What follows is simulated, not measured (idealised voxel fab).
Process module under the name voxel gate over fins
255 nm wide, 5 nm square cells: that's cross-section cut.
The cross-sections in this document take the form of a grid made of square cells. They are written out as bands, in order from top to bottom. Each band consists of one or more rows of cells. This entry defines a band. It first specifies the height of the band's top and the height of its bottom in nm, and then specifies the band's materials from left to right, stating each material with its width in nm. The word "full width" identifies a single material that fills the band from edge to edge, while the word "air" identifies empty space. All heights in this document are referenced to 0, defined as the level beneath which the wafer, as received, consists entirely of one material. The lowest band is not bounded below; it extends indefinitely downward and is written in the form "0 -> down". It should be noted that a width expressed as "30->40" varies in equal increments from row to row of cells within the band, taking the value of the first number at the top row and that of the second number at the bottom row. Reading "no change occurred" for a step: not a cell of the cross-section changed in it. So "Fully sealed cavities" is basically the list of trapped voids: any empty space of 8 cells or more that can't reach the top through an opening. They're written width x height at distance, the distance being from the left edge, and it's all nm. Text after the settings on a step's line: the simulator's own remark on that step. Each step line may optionally specify "overlay nm", which for a step with a mask gives the rightward distance between the mask's planned place and where it lay, a negative value indicating the leftward direction.
# Planned process steps
1) RECEIVE: material Si
2) CONFORMAL_DEP: material SiN, thk nm 5
3) DIRECTIONAL_DEP: material aC, thk nm 15
4) PATTERN: tone cover, mask id FINS, material resist, width nm 15, pitch nm 45, thk nm 35, overlay nm 0
5) DIRECTIONAL_ETCH: etch materials aC, depth nm 15
6) STRIP: etch materials resist
7) DIRECTIONAL_ETCH: etch materials SiN, depth nm 5
8) DIRECTIONAL_ETCH: etch materials Si, depth nm 40
9) STRIP: etch materials aC
10) FILL_DEP: material SiO2, thk nm 10
11) CMP: height nm 5
12) SELECTIVE_ETCH: etch materials SiO2, depth nm 15
13) STRIP: etch materials SiN
14) CONFORMAL_DEP: material HfO2, thk nm 5
15) CONFORMAL_DEP: material TiN, thk nm 5
16) CONFORMAL_DEP: material TiAl, thk nm 5
17) CONFORMAL_DEP: material TiN, thk nm 5
18) FILL_DEP: material W, thk nm 10
19) CMP: height nm 25
20) CONFORMAL_DEP: material SiCN, thk nm 10
# Run as planned: first of two wafers
# Incoming wafer, cross-sectional view, post step 1
	0 -> down | Si full width
	Fully sealed cavities: none
# The wafer in cross-section once step 2 is complete
	5 -> 0 | SiN full width
	For the remainder of the cross-section, below 0, there is no change.
# The wafer in cross-section once step 3 is complete
	20 -> 5 | aC full width
	For the remainder of the cross-section, below 5, there is no change.
# The wafer in cross-section once step 4 is complete
	55 -> 20 | 95 of air | 15 of resist | 30 of air | 15 of resist | 100 of air
	For the remainder of the cross-section, below 20, there is no change.
# The wafer in cross-section once step 5 is complete
	40 -> 20 | 95 of air | 15 of resist | 30 of air | 15 of resist | 100 of air
	20 -> 5 | 95 of air | 15 of aC | 30 of air | 15 of aC | 100 of air
	For the remainder of the cross-section, below 5, there is no change.
# The wafer in cross-section once step 6 is complete
	20 -> 5 | 95 of air | 15 of aC | 30 of air | 15 of aC | 100 of air
	For the remainder of the cross-section, below 5, there is no change.
# The wafer in cross-section once step 7 is complete
	20 -> 5 | 95 of air | 15 of aC | 30 of air | 15 of aC | 100 of air
	5 -> 0 | 95 of air | 15 of SiN | 30 of air | 15 of SiN | 100 of air
	For the remainder of the cross-section, below 0, there is no change.
# The wafer in cross-section once step 8 is complete
	20 -> 5 | 95 of air | 15 of aC | 30 of air | 15 of aC | 100 of air
	5 -> 0 | 95 of air | 15 of SiN | 30 of air | 15 of SiN | 100 of air
	0 -> -40 | 95 of air | 15 of Si | 30 of air | 15 of Si | 100 of air
	For the remainder of the cross-section, below -40, there is no change.
# The wafer in cross-section once step 9 is complete
	5 -> 0 | 95 of air | 15 of SiN | 30 of air | 15 of SiN | 100 of air
	For the remainder of the cross-section, below 0, there is no change.
# The wafer in cross-section once step 10 is complete
	15 -> 5 | SiO2 full width
	5 -> 0 | 95 of SiO2 | 15 of SiN | 30 of SiO2 | 15 of SiN | 100 of SiO2
	0 -> -40 | 95 of SiO2 | 15 of Si | 30 of SiO2 | 15 of Si | 100 of SiO2
	For the remainder of the cross-section, below -40, there is no change.
# The wafer in cross-section once step 11 is complete
	5 -> 0 | 95 of SiO2 | 15 of SiN | 30 of SiO2 | 15 of SiN | 100 of SiO2
	For the remainder of the cross-section, below 0, there is no change.
# The wafer in cross-section once step 12 is complete
	5 -> 0 | 95 of air | 15 of SiN | 30 of air | 15 of SiN | 100 of air
	0 -> -10 | 95 of air | 15 of Si | 30 of air | 15 of Si | 100 of air
	For the remainder of the cross-section, below -10, there is no change.
# The wafer in cross-section once step 13 is complete
	0 -> -10 | 95 of air | 15 of Si | 30 of air | 15 of Si | 100 of air
	For the remainder of the cross-section, below -10, there is no change.
# The wafer in cross-section once step 14 is complete
	5 -> 0 | 90 of air | 25 of HfO2 | 20 of air | 25 of HfO2 | 95 of air
	0 -> -5 | 90 of air | 5 of HfO2 | 15 of Si | 5 of HfO2 | 20 of air | 5 of HfO2 | 15 of Si | 5 of HfO2 | 95 of air
	-5 -> -10 | 95 of HfO2 | 15 of Si | 30 of HfO2 | 15 of Si | 100 of HfO2
	For the remainder of the cross-section, below -10, there is no change.
# The wafer in cross-section once step 15 is complete
	10 -> 5 | 85 of air | 35 of TiN | 10 of air | 35 of TiN | 90 of air
	5 -> 0 | 85 of air | 5 of TiN | 25 of HfO2 | 5 of TiN | 10 of air | 5 of TiN | 25 of HfO2 | 5 of TiN | 90 of air
	0 -> -5 | 90 of TiN | 5 of HfO2 | 15 of Si | 5 of HfO2 | 20 of TiN | 5 of HfO2 | 15 of Si | 5 of HfO2 | 95 of TiN
	For the remainder of the cross-section, below -5, there is no change.
# The wafer in cross-section once step 16 is complete
	15 -> 10 | 80 of air | 90 of TiAl | 85 of air
	10 -> 5 | 80 of air | 5 of TiAl | 35 of TiN | 10 of TiAl | 35 of TiN | 5 of TiAl | 85 of air
	5 -> 0 | 85 of TiAl | 5 of TiN | 25 of HfO2 | 5 of TiN | 10 of TiAl | 5 of TiN | 25 of HfO2 | 5 of TiN | 90 of TiAl
	For the remainder of the cross-section, below 0, there is no change.
# The wafer in cross-section once step 17 is complete
	20 -> 15 | 75 of air | 100 of TiN | 80 of air
	15 -> 10 | 75 of air | 5 of TiN | 90 of TiAl | 5 of TiN | 80 of air
	10 -> 5 | 80 of TiN | 5 of TiAl | 35 of TiN | 10 of TiAl | 35 of TiN | 5 of TiAl | 85 of TiN
	For the remainder of the cross-section, below 5, there is no change.
# The wafer in cross-section once step 18 is complete
	30 -> 20 | W full width
	20 -> 15 | 75 of W | 100 of TiN | 80 of W
	15 -> 10 | 75 of W | 5 of TiN | 90 of TiAl | 5 of TiN | 80 of W
	For the remainder of the cross-section, below 10, there is no change.
# The wafer in cross-section once step 19 is complete
	25 -> 20 | W full width
	For the remainder of the cross-section, below 20, there is no change.
# The wafer in cross-section once step 20 is complete
	35 -> 25 | SiCN full width
	For the remainder of the cross-section, below 25, there is no change.
# Wafer two. Identical start, identical plan. One mistake in execution. Identical history through step 15
# Second wafer: cross-section at the scheduled end of step 16
	25 -> 15 | 70 of air | 110 of TiAl | 75 of air
	15 -> 10 | TiAl full width
	10 -> 5 | 85 of TiAl | 35 of TiN | 10 of TiAl | 35 of TiN | 90 of TiAl
	5 -> 0 | 85 of TiAl | 5 of TiN | 25 of HfO2 | 5 of TiN | 10 of TiAl | 5 of TiN | 25 of HfO2 | 5 of TiN | 90 of TiAl
	For the remainder of the cross-section, below 0, there is no change.
# Second wafer: cross-section at the scheduled end of step 17
	30 -> 25 | 65 of air | 120 of TiN | 70 of air
	25 -> 20 | 65 of air | 5 of TiN | 110 of TiAl | 5 of TiN | 70 of air
	20 -> 15 | 70 of TiN | 110 of TiAl | 75 of TiN
	For the remainder of the cross-section, below 15, there is no change.
# Second wafer: cross-section at the scheduled end of step 18
	40 -> 30 | W full width
	30 -> 25 | 65 of W | 120 of TiN | 70 of W
	25 -> 20 | 65 of W | 5 of TiN | 110 of TiAl | 5 of TiN | 70 of W
	For the remainder of the cross-section, below 20, there is no change.
# Second wafer: cross-section at the scheduled end of step 19
	25 -> 20 | 65 of W | 5 of TiN | 110 of TiAl | 5 of TiN | 70 of W
	For the remainder of the cross-section, below 20, there is no change.
# Second wafer: cross-section at the scheduled end of step 20
	35 -> 25 | SiCN full width
	For the remainder of the cross-section, below 25, there is no change.
What was the processing mistake? for step 16, the planned setting was not used; the step was instead run as CONFORMAL_DEP: material TiAl, thk nm 15
Final wafer comparison in cells, second versus first, more or fewer per material: +110 TiAl, -24 TiN, -86 W
